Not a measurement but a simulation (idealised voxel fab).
Name of the process module below: voxel wiring stack
Cross-section cut spans 165 nm and uses square cells 5 nm in size.
A cross-section is a grid of square cells, given in bands from the top down. A band is one or more rows of cells.
Per band: top height and bottom height in nm, followed by the left-to-right materials and their widths in nm; "throughout" marks a single material spanning edge to edge, "blank" marks empty space.
Height is counted from the level 0, under which the received wafer is composed throughout of one material. The lowest of the bands is not closed at the bottom but continues downward, in the notation "0 nm and below".
The two numbers in a width such as "30->40" mark its ends across the band: the first belongs to the top row of cells, the second to the bottom row, and from each row to the next the width moves by the same amount.
Given "all unchanged" for a step, no cell of the cross-section differs between before and after that step.
Entry "Sealed internal voids". Content: empty spaces with no open connection to the top, size 8 cells or greater. Each: width x height at distance. Distance: from left edge. Unit: nm.
Anything after a step's settings on that line? It's the simulator's own note about the step.
overlay nm: right-of-plan distance of the mask on a masked step; negative values mean left-of-plan.
### Steps planned for the process
1) RECEIVE,material Si
2) CONFORMAL_DEP,material SiO2,thk nm 15
3) CONFORMAL_DEP,material SiN,thk nm 5
4) DIRECTIONAL_DEP,material lowk,thk nm 15
5) PATTERN,tone open,mask id METAL_1,material resist,width nm 30,pitch nm 55,thk nm 20,overlay nm 0
6) DIRECTIONAL_ETCH,etch materials lowk,depth nm 15
7) DIRECTIONAL_ETCH,etch materials SiN,depth nm 5
8) STRIP,etch materials resist
9) CONFORMAL_DEP,material TiN,thk nm 5
10) FILL_DEP,material W,thk nm 5
11) CMP,height nm 35
12) EPI,material Ru,thk nm 5
13) FILL_DEP,material SiCN,thk nm 5
14) DIRECTIONAL_DEP,material lowk,thk nm 30
15) DIRECTIONAL_DEP,material aC,thk nm 15
16) PATTERN,tone open,mask id METAL_2_HOLES,material resist,width nm 15,thk nm 35,overlay nm 0
17) DIRECTIONAL_ETCH,etch materials aC,depth nm 15
18) STRIP,etch materials resist
19) DIRECTIONAL_ETCH,etch materials lowk,depth nm 30
20) STRIP,etch materials aC
21) DIRECTIONAL_DEP,material aC,thk nm 10
22) PATTERN,tone open,mask id METAL_2,material resist,width nm 30,pitch nm 55,thk nm 25,overlay nm 0
23) DIRECTIONAL_ETCH,etch materials aC,depth nm 10
24) STRIP,etch materials resist
25) DIRECTIONAL_ETCH,etch materials lowk,depth nm 20
26) DIRECTIONAL_ETCH,etch materials SiCN,depth nm 5
27) STRIP,etch materials aC
28) CONFORMAL_DEP,material TiN,thk nm 5
29) FILL_DEP,material Cu,thk nm 10
30) CMP,height nm 75
31) CONFORMAL_DEP,material SiN,thk nm 5
### The first of two wafers, run as planned
### This is the cross-section of the wafer as we received it, i.e. after step 1
	0 nm and below: Si throughout
	Sealed internal voids: none
### The wafer in cross-section once step 2 is complete
	15 nm to 0 nm: SiO2 throughout
	No changes below 0.
### The wafer in cross-section once step 3 is complete
	20 nm to 15 nm: SiN throughout
	No changes below 15.
### The wafer in cross-section once step 4 is complete
	35 nm to 20 nm: lowk throughout
	No changes below 20.
### The wafer in cross-section once step 5 is complete
	55 nm to 35 nm: resist 40 nm | blank 30 nm | resist 25 nm | blank 30 nm | resist 40 nm
	No changes below 35.
### The wafer in cross-section once step 6 is complete
	55 nm to 35 nm: resist 40 nm | blank 30 nm | resist 25 nm | blank 30 nm | resist 40 nm
	35 nm to 20 nm: lowk 40 nm | blank 30 nm | lowk 25 nm | blank 30 nm | lowk 40 nm
	No changes below 20.
### The wafer in cross-section once step 7 is complete
	55 nm to 35 nm: resist 40 nm | blank 30 nm | resist 25 nm | blank 30 nm | resist 40 nm
	35 nm to 20 nm: lowk 40 nm | blank 30 nm | lowk 25 nm | blank 30 nm | lowk 40 nm
	20 nm to 15 nm: SiN 40 nm | blank 30 nm | SiN 25 nm | blank 30 nm | SiN 40 nm
	No changes below 15.
### The wafer in cross-section once step 8 is complete
	35 nm to 20 nm: lowk 40 nm | blank 30 nm | lowk 25 nm | blank 30 nm | lowk 40 nm
	No changes below 20.
### The wafer in cross-section once step 9 is complete
	40 nm to 35 nm: TiN 45 nm | blank 20 nm | TiN 35 nm | blank 20 nm | TiN 45 nm
	35 nm to 20 nm: lowk 40 nm | TiN 5 nm | blank 20 nm | TiN 5 nm | lowk 25 nm | TiN 5 nm | blank 20 nm | TiN 5 nm | lowk 40 nm
	20 nm to 15 nm: SiN 40 nm | TiN 30 nm | SiN 25 nm | TiN 30 nm | SiN 40 nm
	No changes below 15.
### The wafer in cross-section once step 10 is complete
	45 nm to 40 nm: W throughout
	40 nm to 35 nm: TiN 45 nm | W 20 nm | TiN 35 nm | W 20 nm | TiN 45 nm
	35 nm to 20 nm: lowk 40 nm | TiN 5 nm | W 20 nm | TiN 5 nm | lowk 25 nm | TiN 5 nm | W 20 nm | TiN 5 nm | lowk 40 nm
	No changes below 20.
### The wafer in cross-section once step 11 is complete
	35 nm to 20 nm: lowk 40 nm | TiN 5 nm | W 20 nm | TiN 5 nm | lowk 25 nm | TiN 5 nm | W 20 nm | TiN 5 nm | lowk 40 nm
	No changes below 20.
### The wafer in cross-section once step 12 is complete
	40 nm to 35 nm: blank 35 nm | Ru 40 nm | blank 15 nm | Ru 40 nm | blank 35 nm
	No changes below 35.
### The wafer in cross-section once step 13 is complete
	45 nm to 40 nm: SiCN throughout
	40 nm to 35 nm: SiCN 35 nm | Ru 40 nm | SiCN 15 nm | Ru 40 nm | SiCN 35 nm
	No changes below 35.
### The wafer in cross-section once step 14 is complete
	75 nm to 45 nm: lowk throughout
	No changes below 45.
### The wafer in cross-section once step 15 is complete
	90 nm to 75 nm: aC throughout
	No changes below 75.
### The wafer in cross-section once step 16 is complete
	125 nm to 90 nm: resist 40 nm | blank 15 nm | resist 110 nm
	No changes below 90.
### The wafer in cross-section once step 17 is complete
	110 nm to 90 nm: resist 40 nm | blank 15 nm | resist 110 nm
	90 nm to 75 nm: aC 40 nm | blank 15 nm | aC 110 nm
	No changes below 75.
### The wafer in cross-section once step 18 is complete
	90 nm to 75 nm: aC 40 nm | blank 15 nm | aC 110 nm
	No changes below 75.
### The wafer in cross-section once step 19 is complete
	90 nm to 75 nm: aC 40 nm | blank 15 nm | aC 110 nm
	75 nm to 45 nm: lowk 40 nm | blank 15 nm | lowk 110 nm
	No changes below 45.
### The wafer in cross-section once step 20 is complete
	75 nm to 45 nm: lowk 40 nm | blank 15 nm | lowk 110 nm
	No changes below 45.
### The wafer in cross-section once step 21 is complete
	85 nm to 75 nm: aC 40 nm | blank 15 nm | aC 110 nm
	75 nm to 55 nm: lowk 40 nm | blank 15 nm | lowk 110 nm
	55 nm to 45 nm: lowk 40 nm | aC 15 nm | lowk 110 nm
	No changes below 45.
### The wafer in cross-section once step 22 is complete
	110 nm to 85 nm: resist 40 nm | blank 30 nm | resist 25 nm | blank 30 nm | resist 40 nm
	No changes below 85.
### The wafer in cross-section once step 23 is complete
	100 nm to 85 nm: resist 40 nm | blank 30 nm | resist 25 nm | blank 30 nm | resist 40 nm
	85 nm to 75 nm: aC 40 nm | blank 30 nm | aC 25 nm | blank 30 nm | aC 40 nm
	75 nm to 45 nm: lowk 40 nm | blank 15 nm | lowk 110 nm
	No changes below 45.
### The wafer in cross-section once step 24 is complete
	85 nm to 75 nm: aC 40 nm | blank 30 nm | aC 25 nm | blank 30 nm | aC 40 nm
	No changes below 75.
### The wafer in cross-section once step 25 is complete
	85 nm to 75 nm: aC 40 nm | blank 30 nm | aC 25 nm | blank 30 nm | aC 40 nm
	75 nm to 55 nm: lowk 40 nm | blank 30 nm | lowk 25 nm | blank 30 nm | lowk 40 nm
	No changes below 55.
### The wafer in cross-section once step 26 is complete
	85 nm to 75 nm: aC 40 nm | blank 30 nm | aC 25 nm | blank 30 nm | aC 40 nm
	75 nm to 55 nm: lowk 40 nm | blank 30 nm | lowk 25 nm | blank 30 nm | lowk 40 nm
	55 nm to 45 nm: lowk 40 nm | blank 15 nm | lowk 110 nm
	45 nm to 40 nm: SiCN 40 nm | blank 15 nm | SiCN 110 nm
	No changes below 40.
### The wafer in cross-section once step 27 is complete
	75 nm to 55 nm: lowk 40 nm | blank 30 nm | lowk 25 nm | blank 30 nm | lowk 40 nm
	No changes below 55.
### The wafer in cross-section once step 28 is complete
	80 nm to 75 nm: TiN 45 nm | blank 20 nm | TiN 35 nm | blank 20 nm | TiN 45 nm
	75 nm to 60 nm: lowk 40 nm | TiN 5 nm | blank 20 nm | TiN 5 nm | lowk 25 nm | TiN 5 nm | blank 20 nm | TiN 5 nm | lowk 40 nm
	60 nm to 55 nm: lowk 40 nm | TiN 5 nm | blank 5 nm | TiN 20 nm | lowk 25 nm | TiN 30 nm | lowk 40 nm
	55 nm to 45 nm: lowk 40 nm | TiN 5 nm | blank 5 nm | TiN 5 nm | lowk 110 nm
	45 nm to 40 nm: SiCN 40 nm | TiN 15 nm | SiCN 110 nm
	No changes below 40.
### The wafer in cross-section once step 29 is complete
	90 nm to 80 nm: Cu throughout
	80 nm to 75 nm: TiN 45 nm | Cu 20 nm | TiN 35 nm | Cu 20 nm | TiN 45 nm
	75 nm to 60 nm: lowk 40 nm | TiN 5 nm | Cu 20 nm | TiN 5 nm | lowk 25 nm | TiN 5 nm | Cu 20 nm | TiN 5 nm | lowk 40 nm
	60 nm to 55 nm: lowk 40 nm | TiN 5 nm | Cu 5 nm | TiN 20 nm | lowk 25 nm | TiN 30 nm | lowk 40 nm
	55 nm to 45 nm: lowk 40 nm | TiN 5 nm | Cu 5 nm | TiN 5 nm | lowk 110 nm
	No changes below 45.
### The wafer in cross-section once step 30 is complete
	75 nm to 60 nm: lowk 40 nm | TiN 5 nm | Cu 20 nm | TiN 5 nm | lowk 25 nm | TiN 5 nm | Cu 20 nm | TiN 5 nm | lowk 40 nm
	No changes below 60.
### The wafer in cross-section once step 31 is complete
	80 nm to 75 nm: SiN throughout
	No changes below 75.
### Wafer two. Same start, same plan, one slip in execution. Same as wafer one through step 29, inclusive
### Cross-section of the second wafer at the time step 30 of the plan should have ended
	65 nm to 60 nm: lowk 40 nm | TiN 5 nm | Cu 20 nm | TiN 5 nm | lowk 25 nm | TiN 5 nm | Cu 20 nm | TiN 5 nm | lowk 40 nm
	No changes below 60.
### Cross-section of the second wafer at the time step 31 of the plan should have ended
	70 nm to 65 nm: SiN throughout
	No changes below 65.
Deviation from plan: step 30 did not happen as planned, as run it was CMP,height nm 65
Final tally in cells, some materials are higher or lower on the second wafer than on the first: Cu -16; TiN -8; lowk -42
